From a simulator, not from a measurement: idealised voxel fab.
process module | voxel spacer lines
cross-section cut | 235 nm wide | cells 5 nm
A cross-section is a grid of square cells, given in bands from the top down. A band is one or more rows of cells.
Each band's line starts with the height of the band's top and of its bottom, in nm. Then come its materials from left to right, each with its width in nm. One material with "throughout" fills the band from edge to edge. "air" is empty space.
Height 0 is the level under which the wafer as received is all one material. The lowest band goes on downwards, as in "0 down".
A width such as "30 to 40" changes by the same amount from each row of cells to the next, from the band's top row to its bottom row.
"no change" after a step means that no cell of the cross-section changed.
closed voids: empty space of 8 cells or more with no open way to the top, each as width x height at its distance from the left edge, in nm
after a step's settings: what the simulator itself notes on the step
overlay nm, on a step with a mask: how far to the right of its planned place the mask lay; to the left if negative
plan
1 op RECEIVE | material Si
2 op CONFORMAL_DEP | material Al2O3 | thk nm 5
3 op DIRECTIONAL_DEP | material polySi | thk nm 10
4 op DIRECTIONAL_DEP | material aC | thk nm 30
5 op PATTERN | tone cover | mask id MANDREL | material resist | width nm 15 | pitch nm 50 | thk nm 35 | overlay nm 0
6 op DIRECTIONAL_ETCH | etch materials aC | depth nm 30
7 op STRIP | etch materials resist
8 op CONFORMAL_DEP | material SiO2 | thk nm 10
9 op DIRECTIONAL_ETCH | etch materials SiO2 | depth nm 10
10 op STRIP | etch materials aC
11 op DIRECTIONAL_ETCH | etch materials polySi | depth nm 10
12 op STRIP | etch materials SiO2
as received, after step 1
  0 down: Si throughout
  closed voids: none
first wafer at the end, as planned
  15 to 5: air 75 | polySi 10 | air 15 | polySi 10 | air 15 | polySi 10 | air 15 | polySi 10 | air 75
  5 to 0: Al2O3 throughout
  0 down: Si throughout
  closed voids: none
second wafer at the end: like start, like plan, one mistake
  35 to 5: aC throughout
  5 to 0: Al2O3 throughout
  0 down: Si throughout
  closed voids: none
what went wrong: steps 3 and 4 were swapped
at the end the second wafer has, in cells: 282 more of aC | 16 fewer of polySi
